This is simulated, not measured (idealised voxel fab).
Process module, titled voxel gate over fins
Shown is cross-section cut, with a width of 225 nm and square cells of size 5 nm.
We lay out every cross-section as a grid of square cells and spell it out in bands from the top down, where one band means one or more rows of cells.
Top height, bottom height, nm. Materials left to right, width each, nm. Single material + "all across" = fills band edge to edge. "empty" = empty.
Height reference: 0 = level under which incoming wafer is all one material. Lowest band: no bottom, runs on downward, e.g. "0 and below".
A width such as "30..40" changes by the same amount from each row of cells to the next, from the band's top row to its bottom row.
The designation "stayed the same", where it is given for a processing step, indicates that no cell of the cross-section was altered in the course of that step.
"Enclosed cavity list" - sealed voids, min. 8 cells, no opening to top; format: width x height at distance (distance from left edge; nm throughout).
Whatever follows a step's settings on its line is a remark the simulator itself makes about that step.
The setting "overlay nm" may be written on the line of a step. When the step uses a mask, the value reports how far to the right of the planned place the mask lay, and a negative value reports that it lay to the left.

[Below is the list of planned process steps]
1) RECEIVE | material Si
2) CONFORMAL_DEP | material SiN | thk nm 5
3) DIRECTIONAL_DEP | material aC | thk nm 15
4) PATTERN | tone cover | mask id FINS | material resist | width nm 15 | pitch nm 40 | thk nm 35 | overlay nm 0
5) DIRECTIONAL_ETCH | etch materials aC | depth nm 15
6) STRIP | etch materials resist
7) DIRECTIONAL_ETCH | etch materials SiN | depth nm 5
8) DIRECTIONAL_ETCH | etch materials Si | depth nm 35
9) STRIP | etch materials aC
10) OXIDIZE | depth nm 5
11) FILL_DEP | material SiO2 | thk nm 15
12) CMP | height nm 5
13) SELECTIVE_ETCH | etch materials SiO2 | depth nm 15
14) STRIP | etch materials SiN
15) CONFORMAL_DEP | material HfO2 | thk nm 5
16) CONFORMAL_DEP | material TiN | thk nm 5
17) CONFORMAL_DEP | material TiAl | thk nm 5
18) CONFORMAL_DEP | material TiN | thk nm 5
19) FILL_DEP | material W | thk nm 10
20) CMP | height nm 25
21) CONFORMAL_DEP | material SiCN | thk nm 5

[Concerning the first of two wafers, which was run in accordance with the plan]

[Delivered wafer in cross-section: state after step 1]
> 0 and below  Si all across
> Enclosed cavity list: none

[The following cross-section depicts the wafer upon completion of step 2]
> 5 down to 0  SiN all across
> For the remainder of the cross-section, below 0, there is no change.

[The following cross-section depicts the wafer upon completion of step 3]
> 20 down to 5  aC all across
> For the remainder of the cross-section, below 5, there is no change.

[The following cross-section depicts the wafer upon completion of step 4]
> 55 down to 20  empty 45 nm; resist 15 nm; empty 25 nm; resist 15 nm; empty 25 nm; resist 15 nm; empty 25 nm; resist 15 nm; empty 45 nm
> For the remainder of the cross-section, below 20, there is no change.

[The following cross-section depicts the wafer upon completion of step 5]
> 40 down to 20  empty 45 nm; resist 15 nm; empty 25 nm; resist 15 nm; empty 25 nm; resist 15 nm; empty 25 nm; resist 15 nm; empty 45 nm
> 20 down to 5  empty 45 nm; aC 15 nm; empty 25 nm; aC 15 nm; empty 25 nm; aC 15 nm; empty 25 nm; aC 15 nm; empty 45 nm
> For the remainder of the cross-section, below 5, there is no change.

[The following cross-section depicts the wafer upon completion of step 6]
> 20 down to 5  empty 45 nm; aC 15 nm; empty 25 nm; aC 15 nm; empty 25 nm; aC 15 nm; empty 25 nm; aC 15 nm; empty 45 nm
> For the remainder of the cross-section, below 5, there is no change.

[The following cross-section depicts the wafer upon completion of step 7]
> 20 down to 5  empty 45 nm; aC 15 nm; empty 25 nm; aC 15 nm; empty 25 nm; aC 15 nm; empty 25 nm; aC 15 nm; empty 45 nm
> 5 down to 0  empty 45 nm; SiN 15 nm; empty 25 nm; SiN 15 nm; empty 25 nm; SiN 15 nm; empty 25 nm; SiN 15 nm; empty 45 nm
> For the remainder of the cross-section, below 0, there is no change.

[The following cross-section depicts the wafer upon completion of step 8]
> 20 down to 5  empty 45 nm; aC 15 nm; empty 25 nm; aC 15 nm; empty 25 nm; aC 15 nm; empty 25 nm; aC 15 nm; empty 45 nm
> 5 down to 0  empty 45 nm; SiN 15 nm; empty 25 nm; SiN 15 nm; empty 25 nm; SiN 15 nm; empty 25 nm; SiN 15 nm; empty 45 nm
> 0 down to -35  empty 45 nm; Si 15 nm; empty 25 nm; Si 15 nm; empty 25 nm; Si 15 nm; empty 25 nm; Si 15 nm; empty 45 nm
> For the remainder of the cross-section, below -35, there is no change.

[The following cross-section depicts the wafer upon completion of step 9]
> 5 down to 0  empty 45 nm; SiN 15 nm; empty 25 nm; SiN 15 nm; empty 25 nm; SiN 15 nm; empty 25 nm; SiN 15 nm; empty 45 nm
> For the remainder of the cross-section, below 0, there is no change.

[The following cross-section depicts the wafer upon completion of step 10]
> 5 down to 0  empty 45 nm; SiN 15 nm; empty 25 nm; SiN 15 nm; empty 25 nm; SiN 15 nm; empty 25 nm; SiN 15 nm; empty 45 nm
> 0 down to -35  empty 45 nm; SiO2 5 nm; Si 5 nm; SiO2 5 nm; empty 25 nm; SiO2 5 nm; Si 5 nm; SiO2 5 nm; empty 25 nm; SiO2 5 nm; Si 5 nm; SiO2 5 nm; empty 25 nm; SiO2 5 nm; Si 5 nm; SiO2 5 nm; empty 45 nm
> -35 down to -40  SiO2 50 nm; Si 5 nm; SiO2 35 nm; Si 5 nm; SiO2 35 nm; Si 5 nm; SiO2 35 nm; Si 5 nm; SiO2 50 nm
> For the remainder of the cross-section, below -40, there is no change.

[The following cross-section depicts the wafer upon completion of step 11]
> 20 down to 5  SiO2 all across
> 5 down to 0  SiO2 45 nm; SiN 15 nm; SiO2 25 nm; SiN 15 nm; SiO2 25 nm; SiN 15 nm; SiO2 25 nm; SiN 15 nm; SiO2 45 nm
> 0 down to -40  SiO2 50 nm; Si 5 nm; SiO2 35 nm; Si 5 nm; SiO2 35 nm; Si 5 nm; SiO2 35 nm; Si 5 nm; SiO2 50 nm
> For the remainder of the cross-section, below -40, there is no change.

[The following cross-section depicts the wafer upon completion of step 12]
> 5 down to 0  SiO2 45 nm; SiN 15 nm; SiO2 25 nm; SiN 15 nm; SiO2 25 nm; SiN 15 nm; SiO2 25 nm; SiN 15 nm; SiO2 45 nm
> For the remainder of the cross-section, below 0, there is no change.

[The following cross-section depicts the wafer upon completion of step 13]
> 5 down to 0  empty 45 nm; SiN 15 nm; empty 25 nm; SiN 15 nm; empty 25 nm; SiN 15 nm; empty 25 nm; SiN 15 nm; empty 45 nm
> 0 down to -10  empty 50 nm; Si 5 nm; empty 35 nm; Si 5 nm; empty 35 nm; Si 5 nm; empty 35 nm; Si 5 nm; empty 50 nm
> For the remainder of the cross-section, below -10, there is no change.

[The following cross-section depicts the wafer upon completion of step 14]
> 0 down to -10  empty 50 nm; Si 5 nm; empty 35 nm; Si 5 nm; empty 35 nm; Si 5 nm; empty 35 nm; Si 5 nm; empty 50 nm
> For the remainder of the cross-section, below -10, there is no change.

[The following cross-section depicts the wafer upon completion of step 15]
> 5 down to 0  empty 45 nm; HfO2 15 nm; empty 25 nm; HfO2 15 nm; empty 25 nm; HfO2 15 nm; empty 25 nm; HfO2 15 nm; empty 45 nm
> 0 down to -5  empty 45 nm; HfO2 5 nm; Si 5 nm; HfO2 5 nm; empty 25 nm; HfO2 5 nm; Si 5 nm; HfO2 5 nm; empty 25 nm; HfO2 5 nm; Si 5 nm; HfO2 5 nm; empty 25 nm; HfO2 5 nm; Si 5 nm; HfO2 5 nm; empty 45 nm
> -5 down to -10  HfO2 50 nm; Si 5 nm; HfO2 35 nm; Si 5 nm; HfO2 35 nm; Si 5 nm; HfO2 35 nm; Si 5 nm; HfO2 50 nm
> For the remainder of the cross-section, below -10, there is no change.

[The following cross-section depicts the wafer upon completion of step 16]
> 10 down to 5  empty 40 nm; TiN 25 nm; empty 15 nm; TiN 25 nm; empty 15 nm; TiN 25 nm; empty 15 nm; TiN 25 nm; empty 40 nm
> 5 down to 0  empty 40 nm; TiN 5 nm; HfO2 15 nm; TiN 5 nm; empty 15 nm; TiN 5 nm; HfO2 15 nm; TiN 5 nm; empty 15 nm; TiN 5 nm; HfO2 15 nm; TiN 5 nm; empty 15 nm; TiN 5 nm; HfO2 15 nm; TiN 5 nm; empty 40 nm
> 0 down to -5  TiN 45 nm; HfO2 5 nm; Si 5 nm; HfO2 5 nm; TiN 25 nm; HfO2 5 nm; Si 5 nm; HfO2 5 nm; TiN 25 nm; HfO2 5 nm; Si 5 nm; HfO2 5 nm; TiN 25 nm; HfO2 5 nm; Si 5 nm; HfO2 5 nm; TiN 45 nm
> For the remainder of the cross-section, below -5, there is no change.

[The following cross-section depicts the wafer upon completion of step 17]
> 15 down to 10  empty 35 nm; TiAl 35 nm; empty 5 nm; TiAl 35 nm; empty 5 nm; TiAl 35 nm; empty 5 nm; TiAl 35 nm; empty 35 nm
> 10 down to 5  empty 35 nm; TiAl 5 nm; TiN 25 nm; TiAl 5 nm; empty 5 nm; TiAl 5 nm; TiN 25 nm; TiAl 5 nm; empty 5 nm; TiAl 5 nm; TiN 25 nm; TiAl 5 nm; empty 5 nm; TiAl 5 nm; TiN 25 nm; TiAl 5 nm; empty 35 nm
> 5 down to 0  TiAl 40 nm; TiN 5 nm; HfO2 15 nm; TiN 5 nm; TiAl 15 nm; TiN 5 nm; HfO2 15 nm; TiN 5 nm; TiAl 15 nm; TiN 5 nm; HfO2 15 nm; TiN 5 nm; TiAl 15 nm; TiN 5 nm; HfO2 15 nm; TiN 5 nm; TiAl 40 nm
> For the remainder of the cross-section, below 0, there is no change.

[The following cross-section depicts the wafer upon completion of step 18]
> 20 down to 15  empty 30 nm; TiN 165 nm; empty 30 nm
> 15 down to 10  empty 30 nm; TiN 5 nm; TiAl 35 nm; TiN 5 nm; TiAl 35 nm; TiN 5 nm; TiAl 35 nm; TiN 5 nm; TiAl 35 nm; TiN 5 nm; empty 30 nm
> 10 down to 5  TiN 35 nm; TiAl 5 nm; TiN 25 nm; TiAl 5 nm; TiN 5 nm; TiAl 5 nm; TiN 25 nm; TiAl 5 nm; TiN 5 nm; TiAl 5 nm; TiN 25 nm; TiAl 5 nm; TiN 5 nm; TiAl 5 nm; TiN 25 nm; TiAl 5 nm; TiN 35 nm
> For the remainder of the cross-section, below 5, there is no change.

[The following cross-section depicts the wafer upon completion of step 19]
> 30 down to 20  W all across
> 20 down to 15  W 30 nm; TiN 165 nm; W 30 nm
> 15 down to 10  W 30 nm; TiN 5 nm; TiAl 35 nm; TiN 5 nm; TiAl 35 nm; TiN 5 nm; TiAl 35 nm; TiN 5 nm; TiAl 35 nm; TiN 5 nm; W 30 nm
> For the remainder of the cross-section, below 10, there is no change.

[The following cross-section depicts the wafer upon completion of step 20]
> 25 down to 20  W all across
> For the remainder of the cross-section, below 20, there is no change.

[The following cross-section depicts the wafer upon completion of step 21]
> 30 down to 25  SiCN all across
> For the remainder of the cross-section, below 25, there is no change.

[Second Wafer (Identical Start and Plan, One Processing Error; Matches First Wafer Through Step 12)]

[Second wafer: cross-section at the scheduled end of step 13]
> 5 down to 0  empty 45 nm; SiN 15 nm; empty 25 nm; SiN 15 nm; empty 25 nm; SiN 15 nm; empty 25 nm; SiN 15 nm; empty 45 nm
> 0 down to -20  empty 50 nm; Si 5 nm; empty 35 nm; Si 5 nm; empty 35 nm; Si 5 nm; empty 35 nm; Si 5 nm; empty 50 nm
> For the remainder of the cross-section, below -20, there is no change.

[Second wafer: cross-section at the scheduled end of step 14]
> 0 down to -20  empty 50 nm; Si 5 nm; empty 35 nm; Si 5 nm; empty 35 nm; Si 5 nm; empty 35 nm; Si 5 nm; empty 50 nm
> For the remainder of the cross-section, below -20, there is no change.

[Second wafer: cross-section at the scheduled end of step 15]
> 5 down to 0  empty 45 nm; HfO2 15 nm; empty 25 nm; HfO2 15 nm; empty 25 nm; HfO2 15 nm; empty 25 nm; HfO2 15 nm; empty 45 nm
> 0 down to -15  empty 45 nm; HfO2 5 nm; Si 5 nm; HfO2 5 nm; empty 25 nm; HfO2 5 nm; Si 5 nm; HfO2 5 nm; empty 25 nm; HfO2 5 nm; Si 5 nm; HfO2 5 nm; empty 25 nm; HfO2 5 nm; Si 5 nm; HfO2 5 nm; empty 45 nm
> -15 down to -20  HfO2 50 nm; Si 5 nm; HfO2 35 nm; Si 5 nm; HfO2 35 nm; Si 5 nm; HfO2 35 nm; Si 5 nm; HfO2 50 nm
> For the remainder of the cross-section, below -20, there is no change.

[Second wafer: cross-section at the scheduled end of step 16]
> 10 down to 5  empty 40 nm; TiN 25 nm; empty 15 nm; TiN 25 nm; empty 15 nm; TiN 25 nm; empty 15 nm; TiN 25 nm; empty 40 nm
> 5 down to 0  empty 40 nm; TiN 5 nm; HfO2 15 nm; TiN 5 nm; empty 15 nm; TiN 5 nm; HfO2 15 nm; TiN 5 nm; empty 15 nm; TiN 5 nm; HfO2 15 nm; TiN 5 nm; empty 15 nm; TiN 5 nm; HfO2 15 nm; TiN 5 nm; empty 40 nm
> 0 down to -10  empty 40 nm; TiN 5 nm; HfO2 5 nm; Si 5 nm; HfO2 5 nm; TiN 5 nm; empty 15 nm; TiN 5 nm; HfO2 5 nm; Si 5 nm; HfO2 5 nm; TiN 5 nm; empty 15 nm; TiN 5 nm; HfO2 5 nm; Si 5 nm; HfO2 5 nm; TiN 5 nm; empty 15 nm; TiN 5 nm; HfO2 5 nm; Si 5 nm; HfO2 5 nm; TiN 5 nm; empty 40 nm
> -10 down to -15  TiN 45 nm; HfO2 5 nm; Si 5 nm; HfO2 5 nm; TiN 25 nm; HfO2 5 nm; Si 5 nm; HfO2 5 nm; TiN 25 nm; HfO2 5 nm; Si 5 nm; HfO2 5 nm; TiN 25 nm; HfO2 5 nm; Si 5 nm; HfO2 5 nm; TiN 45 nm
> For the remainder of the cross-section, below -15, there is no change.

[Second wafer: cross-section at the scheduled end of step 17]
> 15 down to 10  empty 35 nm; TiAl 35 nm; empty 5 nm; TiAl 35 nm; empty 5 nm; TiAl 35 nm; empty 5 nm; TiAl 35 nm; empty 35 nm
> 10 down to 5  empty 35 nm; TiAl 5 nm; TiN 25 nm; TiAl 5 nm; empty 5 nm; TiAl 5 nm; TiN 25 nm; TiAl 5 nm; empty 5 nm; TiAl 5 nm; TiN 25 nm; TiAl 5 nm; empty 5 nm; TiAl 5 nm; TiN 25 nm; TiAl 5 nm; empty 35 nm
> 5 down to 0  empty 35 nm; TiAl 5 nm; TiN 5 nm; HfO2 15 nm; TiN 5 nm; TiAl 5 nm; empty 5 nm; TiAl 5 nm; TiN 5 nm; HfO2 15 nm; TiN 5 nm; TiAl 5 nm; empty 5 nm; TiAl 5 nm; TiN 5 nm; HfO2 15 nm; TiN 5 nm; TiAl 5 nm; empty 5 nm; TiAl 5 nm; TiN 5 nm; HfO2 15 nm; TiN 5 nm; TiAl 5 nm; empty 35 nm
> 0 down to -5  empty 35 nm; TiAl 5 nm; TiN 5 nm; HfO2 5 nm; Si 5 nm; HfO2 5 nm; TiN 5 nm; TiAl 5 nm; empty 5 nm; TiAl 5 nm; TiN 5 nm; HfO2 5 nm; Si 5 nm; HfO2 5 nm; TiN 5 nm; TiAl 5 nm; empty 5 nm; TiAl 5 nm; TiN 5 nm; HfO2 5 nm; Si 5 nm; HfO2 5 nm; TiN 5 nm; TiAl 5 nm; empty 5 nm; TiAl 5 nm; TiN 5 nm; HfO2 5 nm; Si 5 nm; HfO2 5 nm; TiN 5 nm; TiAl 5 nm; empty 35 nm
> -5 down to -10  TiAl 40 nm; TiN 5 nm; HfO2 5 nm; Si 5 nm; HfO2 5 nm; TiN 5 nm; TiAl 15 nm; TiN 5 nm; HfO2 5 nm; Si 5 nm; HfO2 5 nm; TiN 5 nm; TiAl 15 nm; TiN 5 nm; HfO2 5 nm; Si 5 nm; HfO2 5 nm; TiN 5 nm; TiAl 15 nm; TiN 5 nm; HfO2 5 nm; Si 5 nm; HfO2 5 nm; TiN 5 nm; TiAl 40 nm
> For the remainder of the cross-section, below -10, there is no change.

[Second wafer: cross-section at the scheduled end of step 18]
> 20 down to 15  empty 30 nm; TiN 165 nm; empty 30 nm
> 15 down to 10  empty 30 nm; TiN 5 nm; TiAl 35 nm; TiN 5 nm; TiAl 35 nm; TiN 5 nm; TiAl 35 nm; TiN 5 nm; TiAl 35 nm; TiN 5 nm; empty 30 nm
> 10 down to 5  empty 30 nm; TiN 5 nm; TiAl 5 nm; TiN 25 nm; TiAl 5 nm; TiN 5 nm; TiAl 5 nm; TiN 25 nm; TiAl 5 nm; TiN 5 nm; TiAl 5 nm; TiN 25 nm; TiAl 5 nm; TiN 5 nm; TiAl 5 nm; TiN 25 nm; TiAl 5 nm; TiN 5 nm; empty 30 nm
> 5 down to 0  empty 30 nm; TiN 5 nm; TiAl 5 nm; TiN 5 nm; HfO2 15 nm; TiN 5 nm; TiAl 5 nm; TiN 5 nm; TiAl 5 nm; TiN 5 nm; HfO2 15 nm; TiN 5 nm; TiAl 5 nm; TiN 5 nm; TiAl 5 nm; TiN 5 nm; HfO2 15 nm; TiN 5 nm; TiAl 5 nm; TiN 5 nm; TiAl 5 nm; TiN 5 nm; HfO2 15 nm; TiN 5 nm; TiAl 5 nm; TiN 5 nm; empty 30 nm
> 0 down to -5  TiN 35 nm; TiAl 5 nm; TiN 5 nm; HfO2 5 nm; Si 5 nm; HfO2 5 nm; TiN 5 nm; TiAl 5 nm; TiN 5 nm; TiAl 5 nm; TiN 5 nm; HfO2 5 nm; Si 5 nm; HfO2 5 nm; TiN 5 nm; TiAl 5 nm; TiN 5 nm; TiAl 5 nm; TiN 5 nm; HfO2 5 nm; Si 5 nm; HfO2 5 nm; TiN 5 nm; TiAl 5 nm; TiN 5 nm; TiAl 5 nm; TiN 5 nm; HfO2 5 nm; Si 5 nm; HfO2 5 nm; TiN 5 nm; TiAl 5 nm; TiN 35 nm
> For the remainder of the cross-section, below -5, there is no change.

[Second wafer: cross-section at the scheduled end of step 19]
> 30 down to 20  W all across
> 20 down to 15  W 30 nm; TiN 165 nm; W 30 nm
> 15 down to 10  W 30 nm; TiN 5 nm; TiAl 35 nm; TiN 5 nm; TiAl 35 nm; TiN 5 nm; TiAl 35 nm; TiN 5 nm; TiAl 35 nm; TiN 5 nm; W 30 nm
> 10 down to 5  W 30 nm; TiN 5 nm; TiAl 5 nm; TiN 25 nm; TiAl 5 nm; TiN 5 nm; TiAl 5 nm; TiN 25 nm; TiAl 5 nm; TiN 5 nm; TiAl 5 nm; TiN 25 nm; TiAl 5 nm; TiN 5 nm; TiAl 5 nm; TiN 25 nm; TiAl 5 nm; TiN 5 nm; W 30 nm
> 5 down to 0  W 30 nm; TiN 5 nm; TiAl 5 nm; TiN 5 nm; HfO2 15 nm; TiN 5 nm; TiAl 5 nm; TiN 5 nm; TiAl 5 nm; TiN 5 nm; HfO2 15 nm; TiN 5 nm; TiAl 5 nm; TiN 5 nm; TiAl 5 nm; TiN 5 nm; HfO2 15 nm; TiN 5 nm; TiAl 5 nm; TiN 5 nm; TiAl 5 nm; TiN 5 nm; HfO2 15 nm; TiN 5 nm; TiAl 5 nm; TiN 5 nm; W 30 nm
> For the remainder of the cross-section, below 0, there is no change.

[Second wafer: cross-section at the scheduled end of step 20]
> 25 down to 20  W all across
> For the remainder of the cross-section, below 20, there is no change.

[Second wafer: cross-section at the scheduled end of step 21]
> 30 down to 25  SiCN all across
> For the remainder of the cross-section, below 25, there is no change.
Processing error: the process deviated at step 13: the operation and settings actually run there were SELECTIVE_ETCH | etch materials SiO2 | depth nm 25
At the finish, the second wafer shows more or fewer cells for some materials than the first does: +16 HfO2; -82 SiO2; +16 TiAl; +26 TiN; +24 W
